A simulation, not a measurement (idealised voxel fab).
You're looking at the process module voxel transistor to metal.
The cross-section on display is named cut; it measures 285 nm wide, and its cells are 5 nm squares.
Cross-section, as written here: a square-cell grid given band by band from the top down, where a band holds one or more rows of cells. Band entry format. Leading values: height of top, height of bottom, nm. Remainder: materials in left-to-right order, each with its width in nm. Special words: "edge to edge" on a single material, which then fills the band edge to edge; "empty", empty space. The reference from which all heights are counted is 0, the level beneath which the as-received wafer is entirely one material; the lowest band, having no lower bound, proceeds downward and is written after the example "0 down". The two numbers in a width such as "30 to 40" mark its ends across the band: the first belongs to the top row of cells, the second to the bottom row, and from each row to the next the width moves by the same amount. Basically "nothing altered" means that step didn't change any cell in the cross-section. "Closed internal voids" contains a list of empty spaces, each no smaller than 8 cells and without an open way to the top, written in the form width x height at distance with the distance from the left edge and all three in nm. Text after the settings on a step's line: the simulator's own remark on that step. Regarding "overlay nm": on a step with a mask, it is the distance the mask lay to the right of its planned place; a negative value places it to the left.

-- The process steps that were planned are listed below
- 1: RECEIVE (material Si)
- 2: CONFORMAL_DEP (material SiO2; thk nm 5)
- 3: CONFORMAL_DEP (material SiN; thk nm 10)
- 4: DIRECTIONAL_DEP (material aC; thk nm 10)
- 5: PATTERN (tone cover; mask id ACTIVE; material resist; width nm 100; pitch nm 130; thk nm 25; overlay nm 0)
- 6: DIRECTIONAL_ETCH (etch materials aC; depth nm 10)
- 7: STRIP (etch materials resist)
- 8: DIRECTIONAL_ETCH (etch materials SiN; depth nm 10)
- 9: DIRECTIONAL_ETCH (etch materials SiO2; depth nm 5)
- 10: DIRECTIONAL_ETCH (etch materials Si; depth nm 35)
- 11: STRIP (etch materials aC)
- 12: FILL_DEP (material SiO2; thk nm 15)
- 13: CMP (height nm 15)
- 14: SELECTIVE_ETCH (etch materials SiO2; depth nm 10)
- 15: STRIP (etch materials SiN)
- 16: SELECTIVE_ETCH (etch materials SiO2; depth nm 5)
- 17: OXIDIZE (depth nm 5)
- 18: DIRECTIONAL_DEP (material polySi; thk nm 20)
- 19: DIRECTIONAL_DEP (material SiCN; thk nm 15)
- 20: DIRECTIONAL_DEP (material aC; thk nm 10)
- 21: PATTERN (tone cover; mask id GATE; material resist; width nm 20; pitch nm 130; thk nm 25; overlay nm 0)
- 22: DIRECTIONAL_ETCH (etch materials aC; depth nm 10)
- 23: STRIP (etch materials resist)
- 24: DIRECTIONAL_ETCH (etch materials SiCN; depth nm 25)
- 25: DIRECTIONAL_ETCH (etch materials polySi; depth nm 30)
- 26: STRIP (etch materials aC)
- 27: CONFORMAL_DEP (material SiO2; thk nm 5)
- 28: DIRECTIONAL_ETCH (etch materials SiO2; depth nm 5)
- 29: CONFORMAL_DEP (material SiN; thk nm 10)
- 30: DIRECTIONAL_ETCH (etch materials SiN; depth nm 10)
- 31: DIRECTIONAL_ETCH (etch materials SiO2; depth nm 5)
- 32: DIRECTIONAL_ETCH (etch materials Si; depth nm 15)
- 33: EPI (material nSi; thk nm 20)
- 34: FILL_DEP (material SiO2; thk nm 10)
- 35: CMP (height nm 35)
- 36: DIRECTIONAL_DEP (material SiO2; thk nm 15)
- 37: PATTERN (tone open; mask id CONTACT; material resist; width nm 15; thk nm 20; overlay nm 0)
- 38: DIRECTIONAL_ETCH (etch materials SiO2; depth nm 35)
- 39: STRIP (etch materials resist)
- 40: CONFORMAL_DEP (material TiN; thk nm 5)
- 41: FILL_DEP (material Ru; thk nm 5)
- 42: CMP (height nm 50)
- 43: DIRECTIONAL_DEP (material TiN; thk nm 5)
- 44: DIRECTIONAL_DEP (material Ru; thk nm 25)
- 45: MASKED_ETCH (tone cover; mask id METAL_1; width nm 15; etch materials Ru; depth nm 25; overlay nm 0)
- 46: MASKED_ETCH (tone cover; mask id METAL_1; width nm 15; etch materials TiN; depth nm 5; overlay nm 0)
- 47: CONFORMAL_DEP (material SiN; thk nm 5)
- 48: FILL_DEP (material lowk; thk nm 10)
- 49: CMP (height nm 80)
- 50: CONFORMAL_DEP (material SiCN; thk nm 5)

-- Cross-section of the wafer upon arrival, representing the state reached after step 1
	0 down | Si edge to edge
	Closed internal voids: none

-- Final wafer profile in cross-section after the module, from the same start and plan as above, with one mistake made during processing
	85 to 80 | SiCN edge to edge
	80 to 55 | 25 of lowk / 5 of SiN / 15 of Ru / 5 of SiN / 50 of lowk / 5 of SiN / 15 of Ru / 5 of SiN / 30 of lowk / 5 of SiN / 15 of Ru / 5 of SiN / 50 of lowk / 5 of SiN / 15 of Ru / 5 of SiN / 30 of lowk
	55 to 50 | 30 of SiN / 15 of TiN / 60 of SiN / 15 of TiN / 40 of SiN / 15 of TiN / 60 of SiN / 15 of TiN / 35 of SiN
	50 to 35 | 30 of SiO2 / 5 of TiN / 5 of Ru / 5 of TiN / 60 of SiO2 / 5 of TiN / 5 of Ru / 5 of TiN / 40 of SiO2 / 5 of TiN / 5 of Ru / 5 of TiN / 60 of SiO2 / 5 of TiN / 5 of Ru / 5 of TiN / 35 of SiO2
	35 to 30 | 30 of SiO2 / 5 of TiN / 5 of Ru / 5 of TiN / 20 of SiO2 / 20 of SiCN / 20 of SiO2 / 5 of TiN / 5 of Ru / 5 of TiN / 40 of SiO2 / 5 of TiN / 5 of Ru / 5 of TiN / 20 of SiO2 / 20 of SiCN / 20 of SiO2 / 5 of TiN / 5 of Ru / 5 of TiN / 35 of SiO2
	30 to 20 | 30 of SiO2 / 5 of TiN / 5 of Ru / 5 of TiN / 5 of SiO2 / 10 of SiN / 5 of SiO2 / 20 of SiCN / 5 of SiO2 / 10 of SiN / 5 of SiO2 / 5 of TiN / 5 of Ru / 5 of TiN / 40 of SiO2 / 5 of TiN / 5 of Ru / 5 of TiN / 5 of SiO2 / 10 of SiN / 5 of SiO2 / 20 of SiCN / 5 of SiO2 / 10 of SiN / 5 of SiO2 / 5 of TiN / 5 of Ru / 5 of TiN / 35 of SiO2
	20 to 15 | 30 of SiO2 / 15 of TiN / 5 of SiO2 / 10 of SiN / 5 of SiO2 / 20 of polySi / 5 of SiO2 / 10 of SiN / 5 of SiO2 / 15 of TiN / 40 of SiO2 / 15 of TiN / 5 of SiO2 / 10 of SiN / 5 of SiO2 / 20 of polySi / 5 of SiO2 / 10 of SiN / 5 of SiO2 / 15 of TiN / 35 of SiO2
	15 to 0 | 50 of SiO2 / 10 of SiN / 5 of SiO2 / 20 of polySi / 5 of SiO2 / 10 of SiN / 80 of SiO2 / 10 of SiN / 5 of SiO2 / 20 of polySi / 5 of SiO2 / 10 of SiN / 55 of SiO2
	0 to -5 | SiO2 edge to edge
	-5 to -35 | 25 of SiO2 / 100 of Si / 30 of SiO2 / 100 of Si / 30 of SiO2
	-35 down | Si edge to edge
	Closed internal voids: none
What went wrong in running the wafer? note that step 31 departed from the planned setting and was carried out as DIRECTIONAL_ETCH (etch materials SiN; depth nm 5)
